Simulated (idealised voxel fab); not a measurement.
The document below concerns the process module designated voxel wiring stack.
Cross-section cut: width 170 nm, square cells of 5 nm.
In this document a cross-section is written as a grid of square cells. It is given as a series of bands, listed from the top down, and a band is one or more rows of cells.
What a band's entry tells you: where the top is and where the bottom is, as heights in nm, and after that what lies inside, material by material from left to right, each with its width in nm. Empty space is written as the word "air", and a single material marked with the word "edge to edge" occupies the band from edge to edge.
Heights from 0 (as-received wafer is one material below). Bottom band endless downward, as "z 0 and below".
The two numbers in a width such as "30->40" mark its ends across the band: the first belongs to the top row of cells, the second to the bottom row, and from each row to the next the width moves by the same amount.
Given "no alterations made" for a step, no cell of the cross-section differs between before and after that step.
"Unvented internal voids" means: voids of 8 cells or more that are shut off from the top with no open way through. Written width x height at distance, distance from the left edge, in nm.
after a step's settings: what the simulator itself notes on the step
overlay nm: step with mask; distance mask lay right of planned place; negative value = left of planned place.

-- Steps planned for the process
1. RECEIVE | material Si
2. CONFORMAL_DEP | material SiO2 | thk nm 10
3. CONFORMAL_DEP | material SiN | thk nm 5
4. DIRECTIONAL_DEP | material lowk | thk nm 15
5. PATTERN | tone open | mask id METAL_1 | material resist | width nm 20 | pitch nm 35 | thk nm 20 | overlay nm 0
6. DIRECTIONAL_ETCH | etch materials lowk | depth nm 15
7. DIRECTIONAL_ETCH | etch materials SiN | depth nm 5
8. STRIP | etch materials resist
9. CONFORMAL_DEP | material TiN | thk nm 5
10. FILL_DEP | material Ru | thk nm 10
11. CMP | height nm 30
12. EPI | material Ru | thk nm 5
13. FILL_DEP | material SiCN | thk nm 5
14. DIRECTIONAL_DEP | material SiO2 | thk nm 10
15. DIRECTIONAL_DEP | material aC | thk nm 15
16. PATTERN | tone open | mask id PLUG_1 | material resist | width nm 15 | pitch nm 35 | thk nm 35 | overlay nm 0
17. DIRECTIONAL_ETCH | etch materials aC | depth nm 15
18. STRIP | etch materials resist
19. DIRECTIONAL_ETCH | etch materials SiO2 | depth nm 10
20. DIRECTIONAL_ETCH | etch materials SiCN | depth nm 5
21. STRIP | etch materials aC
22. EPI | material Ru | thk nm 10
23. EPI | material Ru | thk nm 5
24. CONFORMAL_DEP | material SiN | thk nm 5
25. DIRECTIONAL_DEP | material lowk | thk nm 15
26. MASKED_ETCH | tone open | mask id METAL_2 | width nm 20 | pitch nm 35 | etch materials lowk | depth nm 15 | overlay nm 0
27. MASKED_ETCH | tone open | mask id METAL_2 | width nm 20 | pitch nm 35 | etch materials SiN | depth nm 5 | overlay nm 0
28. CONFORMAL_DEP | material TiN | thk nm 5
29. FILL_DEP | material W | thk nm 5
30. CMP | height nm 70
31. EPI | material Ru | thk nm 5
32. FILL_DEP | material SiCN | thk nm 5
33. DIRECTIONAL_DEP | material SiO2 | thk nm 30
34. MASKED_ETCH | tone open | mask id METAL_3 | width nm 20 | pitch nm 35 | etch materials SiO2 | depth nm 15 | overlay nm 0
35. PATTERN | tone open | mask id METAL_3_HOLES | material resist | width nm 15 | pitch nm 35 | thk nm 15 | overlay nm 0
36. DIRECTIONAL_ETCH | etch materials SiO2 | depth nm 15
37. DIRECTIONAL_ETCH | etch materials SiCN | depth nm 5
38. STRIP | etch materials resist
39. CONFORMAL_DEP | material TiN | thk nm 5
40. FILL_DEP | material Ru | thk nm 10
41. CMP | height nm 110
42. CONFORMAL_DEP | material SiN | thk nm 5

-- Wafer, first of two, run as planned

-- Cross-section: wafer on arrival = after step 1
    z 0 and below  Si edge to edge
    Unvented internal voids: none

-- Sectional view: wafer, after step 2
    z 10 to 0  SiO2 edge to edge
    Note: structure below 0 unchanged.

-- Sectional view: wafer, after step 3
    z 15 to 10  SiN edge to edge
    Note: structure below 10 unchanged.

-- Sectional view: wafer, after step 4
    z 30 to 15  lowk edge to edge
    Note: structure below 15 unchanged.

-- Sectional view: wafer, after step 5
    z 50 to 30  resist 20 nm  air 20 nm  resist 15 nm  air 20 nm  resist 15 nm  air 20 nm  resist 15 nm  air 20 nm  resist 25 nm
    Note: structure below 30 unchanged.

-- Sectional view: wafer, after step 6
    z 50 to 30  resist 20 nm  air 20 nm  resist 15 nm  air 20 nm  resist 15 nm  air 20 nm  resist 15 nm  air 20 nm  resist 25 nm
    z 30 to 15  lowk 20 nm  air 20 nm  lowk 15 nm  air 20 nm  lowk 15 nm  air 20 nm  lowk 15 nm  air 20 nm  lowk 25 nm
    Note: structure below 15 unchanged.

-- Sectional view: wafer, after step 7
    z 50 to 30  resist 20 nm  air 20 nm  resist 15 nm  air 20 nm  resist 15 nm  air 20 nm  resist 15 nm  air 20 nm  resist 25 nm
    z 30 to 15  lowk 20 nm  air 20 nm  lowk 15 nm  air 20 nm  lowk 15 nm  air 20 nm  lowk 15 nm  air 20 nm  lowk 25 nm
    z 15 to 10  SiN 20 nm  air 20 nm  SiN 15 nm  air 20 nm  SiN 15 nm  air 20 nm  SiN 15 nm  air 20 nm  SiN 25 nm
    Note: structure below 10 unchanged.

-- Sectional view: wafer, after step 8
    z 30 to 15  lowk 20 nm  air 20 nm  lowk 15 nm  air 20 nm  lowk 15 nm  air 20 nm  lowk 15 nm  air 20 nm  lowk 25 nm
    Note: structure below 15 unchanged.

-- Sectional view: wafer, after step 9
    z 35 to 30  TiN 25 nm  air 10 nm  TiN 25 nm  air 10 nm  TiN 25 nm  air 10 nm  TiN 25 nm  air 10 nm  TiN 30 nm
    z 30 to 15  lowk 20 nm  TiN 5 nm  air 10 nm  TiN 5 nm  lowk 15 nm  TiN 5 nm  air 10 nm  TiN 5 nm  lowk 15 nm  TiN 5 nm  air 10 nm  TiN 5 nm  lowk 15 nm  TiN 5 nm  air 10 nm  TiN 5 nm  lowk 25 nm
    z 15 to 10  SiN 20 nm  TiN 20 nm  SiN 15 nm  TiN 20 nm  SiN 15 nm  TiN 20 nm  SiN 15 nm  TiN 20 nm  SiN 25 nm
    Note: structure below 10 unchanged.

-- Sectional view: wafer, after step 10
    z 45 to 35  Ru edge to edge
    z 35 to 30  TiN 25 nm  Ru 10 nm  TiN 25 nm  Ru 10 nm  TiN 25 nm  Ru 10 nm  TiN 25 nm  Ru 10 nm  TiN 30 nm
    z 30 to 15  lowk 20 nm  TiN 5 nm  Ru 10 nm  TiN 5 nm  lowk 15 nm  TiN 5 nm  Ru 10 nm  TiN 5 nm  lowk 15 nm  TiN 5 nm  Ru 10 nm  TiN 5 nm  lowk 15 nm  TiN 5 nm  Ru 10 nm  TiN 5 nm  lowk 25 nm
    Note: structure below 15 unchanged.

-- Sectional view: wafer, after step 11
    z 30 to 15  lowk 20 nm  TiN 5 nm  Ru 10 nm  TiN 5 nm  lowk 15 nm  TiN 5 nm  Ru 10 nm  TiN 5 nm  lowk 15 nm  TiN 5 nm  Ru 10 nm  TiN 5 nm  lowk 15 nm  TiN 5 nm  Ru 10 nm  TiN 5 nm  lowk 25 nm
    Note: structure below 15 unchanged.

-- Sectional view: wafer, after step 12
    z 35 to 30  air 15 nm  Ru 30 nm  air 5 nm  Ru 30 nm  air 5 nm  Ru 30 nm  air 5 nm  Ru 30 nm  air 20 nm
    Note: structure below 30 unchanged.

-- Sectional view: wafer, after step 13
    z 40 to 35  SiCN edge to edge
    z 35 to 30  SiCN 15 nm  Ru 30 nm  SiCN 5 nm  Ru 30 nm  SiCN 5 nm  Ru 30 nm  SiCN 5 nm  Ru 30 nm  SiCN 20 nm
    Note: structure below 30 unchanged.

-- Sectional view: wafer, after step 14
    z 50 to 40  SiO2 edge to edge
    Note: structure below 40 unchanged.

-- Sectional view: wafer, after step 15
    z 65 to 50  aC edge to edge
    Note: structure below 50 unchanged.

-- Sectional view: wafer, after step 16
    z 100 to 65  resist 20 nm  air 15 nm  resist 20 nm  air 15 nm  resist 20 nm  air 15 nm  resist 20 nm  air 15 nm  resist 30 nm
    Note: structure below 65 unchanged.

-- Sectional view: wafer, after step 17
    z 85 to 65  resist 20 nm  air 15 nm  resist 20 nm  air 15 nm  resist 20 nm  air 15 nm  resist 20 nm  air 15 nm  resist 30 nm
    z 65 to 50  aC 20 nm  air 15 nm  aC 20 nm  air 15 nm  aC 20 nm  air 15 nm  aC 20 nm  air 15 nm  aC 30 nm
    Note: structure below 50 unchanged.

-- Sectional view: wafer, after step 18
    z 65 to 50  aC 20 nm  air 15 nm  aC 20 nm  air 15 nm  aC 20 nm  air 15 nm  aC 20 nm  air 15 nm  aC 30 nm
    Note: structure below 50 unchanged.

-- Sectional view: wafer, after step 19
    z 65 to 50  aC 20 nm  air 15 nm  aC 20 nm  air 15 nm  aC 20 nm  air 15 nm  aC 20 nm  air 15 nm  aC 30 nm
    z 50 to 40  SiO2 20 nm  air 15 nm  SiO2 20 nm  air 15 nm  SiO2 20 nm  air 15 nm  SiO2 20 nm  air 15 nm  SiO2 30 nm
    Note: structure below 40 unchanged.

-- Sectional view: wafer, after step 20
    z 65 to 50  aC 20 nm  air 15 nm  aC 20 nm  air 15 nm  aC 20 nm  air 15 nm  aC 20 nm  air 15 nm  aC 30 nm
    z 50 to 40  SiO2 20 nm  air 15 nm  SiO2 20 nm  air 15 nm  SiO2 20 nm  air 15 nm  SiO2 20 nm  air 15 nm  SiO2 30 nm
    z 40 to 35  SiCN 20 nm  air 15 nm  SiCN 20 nm  air 15 nm  SiCN 20 nm  air 15 nm  SiCN 20 nm  air 15 nm  SiCN 30 nm
    Note: structure below 35 unchanged.

-- Sectional view: wafer, after step 21
    z 50 to 40  SiO2 20 nm  air 15 nm  SiO2 20 nm  air 15 nm  SiO2 20 nm  air 15 nm  SiO2 20 nm  air 15 nm  SiO2 30 nm
    Note: structure below 40 unchanged.

-- Sectional view: wafer, after step 22
    z 50 to 45  SiO2 20 nm  air 15 nm  SiO2 20 nm  air 15 nm  SiO2 20 nm  air 15 nm  SiO2 20 nm  air 15 nm  SiO2 30 nm
    z 45 to 40  SiO2 20 nm  Ru 15 nm  SiO2 20 nm  Ru 15 nm  SiO2 20 nm  Ru 15 nm  SiO2 20 nm  Ru 15 nm  SiO2 30 nm
    z 40 to 30  SiCN 20->15 nm  Ru 15->30 nm  SiCN 20->5 nm  Ru 15->30 nm  SiCN 20->5 nm  Ru 15->30 nm  SiCN 20->5 nm  Ru 15->30 nm  SiCN 30->20 nm
    Note: structure below 30 unchanged.

-- Sectional view: wafer, after step 23
    z 50 to 40  SiO2 20 nm  Ru 15 nm  SiO2 20 nm  Ru 15 nm  SiO2 20 nm  Ru 15 nm  SiO2 20 nm  Ru 15 nm  SiO2 30 nm
    Note: structure below 40 unchanged.

-- Sectional view: wafer, after step 24
    z 55 to 50  SiN edge to edge
    Note: structure below 50 unchanged.

-- Sectional view: wafer, after step 25
    z 70 to 55  lowk edge to edge
    Note: structure below 55 unchanged.

-- Sectional view: wafer, after step 26
    z 70 to 55  lowk 20 nm  air 20 nm  lowk 15 nm  air 20 nm  lowk 15 nm  air 20 nm  lowk 15 nm  air 20 nm  lowk 25 nm
    Note: structure below 55 unchanged.

-- Sectional view: wafer, after step 27
    z 70 to 55  lowk 20 nm  air 20 nm  lowk 15 nm  air 20 nm  lowk 15 nm  air 20 nm  lowk 15 nm  air 20 nm  lowk 25 nm
    z 55 to 50  SiN 20 nm  air 20 nm  SiN 15 nm  air 20 nm  SiN 15 nm  air 20 nm  SiN 15 nm  air 20 nm  SiN 25 nm
    Note: structure below 50 unchanged.

-- Sectional view: wafer, after step 28
    z 75 to 70  TiN 25 nm  air 10 nm  TiN 25 nm  air 10 nm  TiN 25 nm  air 10 nm  TiN 25 nm  air 10 nm  TiN 30 nm
    z 70 to 55  lowk 20 nm  TiN 5 nm  air 10 nm  TiN 5 nm  lowk 15 nm  TiN 5 nm  air 10 nm  TiN 5 nm  lowk 15 nm  TiN 5 nm  air 10 nm  TiN 5 nm  lowk 15 nm  TiN 5 nm  air 10 nm  TiN 5 nm  lowk 25 nm
    z 55 to 50  SiN 20 nm  TiN 20 nm  SiN 15 nm  TiN 20 nm  SiN 15 nm  TiN 20 nm  SiN 15 nm  TiN 20 nm  SiN 25 nm
    Note: structure below 50 unchanged.

-- Sectional view: wafer, after step 29
    z 80 to 75  W edge to edge
    z 75 to 70  TiN 25 nm  W 10 nm  TiN 25 nm  W 10 nm  TiN 25 nm  W 10 nm  TiN 25 nm  W 10 nm  TiN 30 nm
    z 70 to 55  lowk 20 nm  TiN 5 nm  W 10 nm  TiN 5 nm  lowk 15 nm  TiN 5 nm  W 10 nm  TiN 5 nm  lowk 15 nm  TiN 5 nm  W 10 nm  TiN 5 nm  lowk 15 nm  TiN 5 nm  W 10 nm  TiN 5 nm  lowk 25 nm
    Note: structure below 55 unchanged.

-- Sectional view: wafer, after step 30
    z 70 to 55  lowk 20 nm  TiN 5 nm  W 10 nm  TiN 5 nm  lowk 15 nm  TiN 5 nm  W 10 nm  TiN 5 nm  lowk 15 nm  TiN 5 nm  W 10 nm  TiN 5 nm  lowk 15 nm  TiN 5 nm  W 10 nm  TiN 5 nm  lowk 25 nm
    Note: structure below 55 unchanged.

-- Sectional view: wafer, after step 31
    z 75 to 70  air 15 nm  Ru 30 nm  air 5 nm  Ru 30 nm  air 5 nm  Ru 30 nm  air 5 nm  Ru 30 nm  air 20 nm
    Note: structure below 70 unchanged.

-- Sectional view: wafer, after step 32
    z 80 to 75  SiCN edge to edge
    z 75 to 70  SiCN 15 nm  Ru 30 nm  SiCN 5 nm  Ru 30 nm  SiCN 5 nm  Ru 30 nm  SiCN 5 nm  Ru 30 nm  SiCN 20 nm
    Note: structure below 70 unchanged.

-- Sectional view: wafer, after step 33
    z 110 to 80  SiO2 edge to edge
    Note: structure below 80 unchanged.

-- Sectional view: wafer, after step 34
    z 110 to 95  SiO2 20 nm  air 20 nm  SiO2 15 nm  air 20 nm  SiO2 15 nm  air 20 nm  SiO2 15 nm  air 20 nm  SiO2 25 nm
    Note: structure below 95 unchanged.

-- Sectional view: wafer, after step 35
    z 125 to 110  resist 20 nm  air 15 nm  resist 20 nm  air 15 nm  resist 20 nm  air 15 nm  resist 20 nm  air 15 nm  resist 30 nm
    z 110 to 95  SiO2 20 nm  air 15 nm  resist 5 nm  SiO2 15 nm  air 15 nm  resist 5 nm  SiO2 15 nm  air 15 nm  resist 5 nm  SiO2 15 nm  air 15 nm  resist 5 nm  SiO2 25 nm
    Note: structure below 95 unchanged.

-- Sectional view: wafer, after step 36
    z 125 to 110  resist 20 nm  air 15 nm  resist 20 nm  air 15 nm  resist 20 nm  air 15 nm  resist 20 nm  air 15 nm  resist 30 nm
    z 110 to 95  SiO2 20 nm  air 15 nm  resist 5 nm  SiO2 15 nm  air 15 nm  resist 5 nm  SiO2 15 nm  air 15 nm  resist 5 nm  SiO2 15 nm  air 15 nm  resist 5 nm  SiO2 25 nm
    z 95 to 80  SiO2 20 nm  air 15 nm  SiO2 20 nm  air 15 nm  SiO2 20 nm  air 15 nm  SiO2 20 nm  air 15 nm  SiO2 30 nm
    Note: structure below 80 unchanged.

-- Sectional view: wafer, after step 37
    z 125 to 110  resist 20 nm  air 15 nm  resist 20 nm  air 15 nm  resist 20 nm  air 15 nm  resist 20 nm  air 15 nm  resist 30 nm
    z 110 to 95  SiO2 20 nm  air 15 nm  resist 5 nm  SiO2 15 nm  air 15 nm  resist 5 nm  SiO2 15 nm  air 15 nm  resist 5 nm  SiO2 15 nm  air 15 nm  resist 5 nm  SiO2 25 nm
    z 95 to 80  SiO2 20 nm  air 15 nm  SiO2 20 nm  air 15 nm  SiO2 20 nm  air 15 nm  SiO2 20 nm  air 15 nm  SiO2 30 nm
    z 80 to 75  SiCN 20 nm  air 15 nm  SiCN 20 nm  air 15 nm  SiCN 20 nm  air 15 nm  SiCN 20 nm  air 15 nm  SiCN 30 nm
    Note: structure below 75 unchanged.

-- Sectional view: wafer, after step 38
    z 110 to 95  SiO2 20 nm  air 20 nm  SiO2 15 nm  air 20 nm  SiO2 15 nm  air 20 nm  SiO2 15 nm  air 20 nm  SiO2 25 nm
    Note: structure below 95 unchanged.

-- Sectional view: wafer, after step 39
    z 115 to 110  TiN 25 nm  air 10 nm  TiN 25 nm  air 10 nm  TiN 25 nm  air 10 nm  TiN 25 nm  air 10 nm  TiN 30 nm
    z 110 to 100  SiO2 20 nm  TiN 5 nm  air 10 nm  TiN 5 nm  SiO2 15 nm  TiN 5 nm  air 10 nm  TiN 5 nm  SiO2 15 nm  TiN 5 nm  air 10 nm  TiN 5 nm  SiO2 15 nm  TiN 5 nm  air 10 nm  TiN 5 nm  SiO2 25 nm
    z 100 to 95  SiO2 20 nm  TiN 5 nm  air 5 nm  TiN 10 nm  SiO2 15 nm  TiN 5 nm  air 5 nm  TiN 10 nm  SiO2 15 nm  TiN 5 nm  air 5 nm  TiN 10 nm  SiO2 15 nm  TiN 5 nm  air 5 nm  TiN 10 nm  SiO2 25 nm
    z 95 to 80  SiO2 20 nm  TiN 5 nm  air 5 nm  TiN 5 nm  SiO2 20 nm  TiN 5 nm  air 5 nm  TiN 5 nm  SiO2 20 nm  TiN 5 nm  air 5 nm  TiN 5 nm  SiO2 20 nm  TiN 5 nm  air 5 nm  TiN 5 nm  SiO2 30 nm
    z 80 to 75  SiCN 20 nm  TiN 15 nm  SiCN 20 nm  TiN 15 nm  SiCN 20 nm  TiN 15 nm  SiCN 20 nm  TiN 15 nm  SiCN 30 nm
    Note: structure below 75 unchanged.

-- Sectional view: wafer, after step 40
    z 125 to 115  Ru edge to edge
    z 115 to 110  TiN 25 nm  Ru 10 nm  TiN 25 nm  Ru 10 nm  TiN 25 nm  Ru 10 nm  TiN 25 nm  Ru 10 nm  TiN 30 nm
    z 110 to 100  SiO2 20 nm  TiN 5 nm  Ru 10 nm  TiN 5 nm  SiO2 15 nm  TiN 5 nm  Ru 10 nm  TiN 5 nm  SiO2 15 nm  TiN 5 nm  Ru 10 nm  TiN 5 nm  SiO2 15 nm  TiN 5 nm  Ru 10 nm  TiN 5 nm  SiO2 25 nm
    z 100 to 95  SiO2 20 nm  TiN 5 nm  Ru 5 nm  TiN 10 nm  SiO2 15 nm  TiN 5 nm  Ru 5 nm  TiN 10 nm  SiO2 15 nm  TiN 5 nm  Ru 5 nm  TiN 10 nm  SiO2 15 nm  TiN 5 nm  Ru 5 nm  TiN 10 nm  SiO2 25 nm
    z 95 to 80  SiO2 20 nm  TiN 5 nm  Ru 5 nm  TiN 5 nm  SiO2 20 nm  TiN 5 nm  Ru 5 nm  TiN 5 nm  SiO2 20 nm  TiN 5 nm  Ru 5 nm  TiN 5 nm  SiO2 20 nm  TiN 5 nm  Ru 5 nm  TiN 5 nm  SiO2 30 nm
    Note: structure below 80 unchanged.

-- Sectional view: wafer, after step 41
    z 110 to 100  SiO2 20 nm  TiN 5 nm  Ru 10 nm  TiN 5 nm  SiO2 15 nm  TiN 5 nm  Ru 10 nm  TiN 5 nm  SiO2 15 nm  TiN 5 nm  Ru 10 nm  TiN 5 nm  SiO2 15 nm  TiN 5 nm  Ru 10 nm  TiN 5 nm  SiO2 25 nm
    Note: structure below 100 unchanged.

-- Sectional view: wafer, after step 42
    z 115 to 110  SiN edge to edge
    Note: structure below 110 unchanged.

-- Wafer two. Same start, same plan, one slip in execution. Same as wafer one through step 31, inclusive

-- Planned end of step 32: second wafer, cross-section
    z 105 to 100  air 15 nm  SiO2 30 nm  air 5 nm  SiO2 30 nm  air 5 nm  SiO2 30 nm  air 5 nm  SiO2 30 nm  air 20 nm
    z 100 to 75  SiO2 edge to edge
    z 75 to 70  SiO2 15 nm  Ru 30 nm  SiO2 5 nm  Ru 30 nm  SiO2 5 nm  Ru 30 nm  SiO2 5 nm  Ru 30 nm  SiO2 20 nm
    Note: structure below 70 unchanged.

-- Planned end of step 33: second wafer, cross-section
    z 110 to 105  SiCN edge to edge
    z 105 to 100  SiCN 15 nm  SiO2 30 nm  SiCN 5 nm  SiO2 30 nm  SiCN 5 nm  SiO2 30 nm  SiCN 5 nm  SiO2 30 nm  SiCN 20 nm
    Note: structure below 100 unchanged.

Planned end of step 34: second wafer, cross-section: no alterations made

-- Planned end of step 35: second wafer, cross-section
    z 125 to 110  resist 20 nm  air 15 nm  resist 20 nm  air 15 nm  resist 20 nm  air 15 nm  resist 20 nm  air 15 nm  resist 30 nm
    Note: structure below 110 unchanged.

Planned end of step 36: second wafer, cross-section: no alterations made

-- Planned end of step 37: second wafer, cross-section
    z 125 to 110  resist 20 nm  air 15 nm  resist 20 nm  air 15 nm  resist 20 nm  air 15 nm  resist 20 nm  air 15 nm  resist 30 nm
    z 110 to 105  SiCN 20 nm  air 15 nm  SiCN 20 nm  air 15 nm  SiCN 20 nm  air 15 nm  SiCN 20 nm  air 15 nm  SiCN 30 nm
    Note: structure below 105 unchanged.

-- Planned end of step 38: second wafer, cross-section
    z 110 to 105  SiCN 20 nm  air 15 nm  SiCN 20 nm  air 15 nm  SiCN 20 nm  air 15 nm  SiCN 20 nm  air 15 nm  SiCN 30 nm
    Note: structure below 105 unchanged.

-- Planned end of step 39: second wafer, cross-section
    z 115 to 110  TiN 25 nm  air 5 nm  TiN 30 nm  air 5 nm  TiN 30 nm  air 5 nm  TiN 30 nm  air 5 nm  TiN 35 nm
    z 110 to 105  SiCN 20 nm  TiN 15 nm  SiCN 20 nm  TiN 15 nm  SiCN 20 nm  TiN 15 nm  SiCN 20 nm  TiN 15 nm  SiCN 30 nm
    Note: structure below 105 unchanged.

-- Planned end of step 40: second wafer, cross-section
    z 125 to 115  Ru edge to edge
    z 115 to 110  TiN 25 nm  Ru 5 nm  TiN 30 nm  Ru 5 nm  TiN 30 nm  Ru 5 nm  TiN 30 nm  Ru 5 nm  TiN 35 nm
    Note: structure below 110 unchanged.

-- Planned end of step 41: second wafer, cross-section
    z 110 to 105  SiCN 20 nm  TiN 15 nm  SiCN 20 nm  TiN 15 nm  SiCN 20 nm  TiN 15 nm  SiCN 20 nm  TiN 15 nm  SiCN 30 nm
    Note: structure below 105 unchanged.

-- Planned end of step 42: second wafer, cross-section
    z 115 to 110  SiN edge to edge
    Note: structure below 110 unchanged.
Run error: step 33 occupied the plan position of step 32, and the converse holds as well
Materials where the second wafer ends with more or fewer cells than the first: Ru -32 | SiO2 +84 | TiN -52
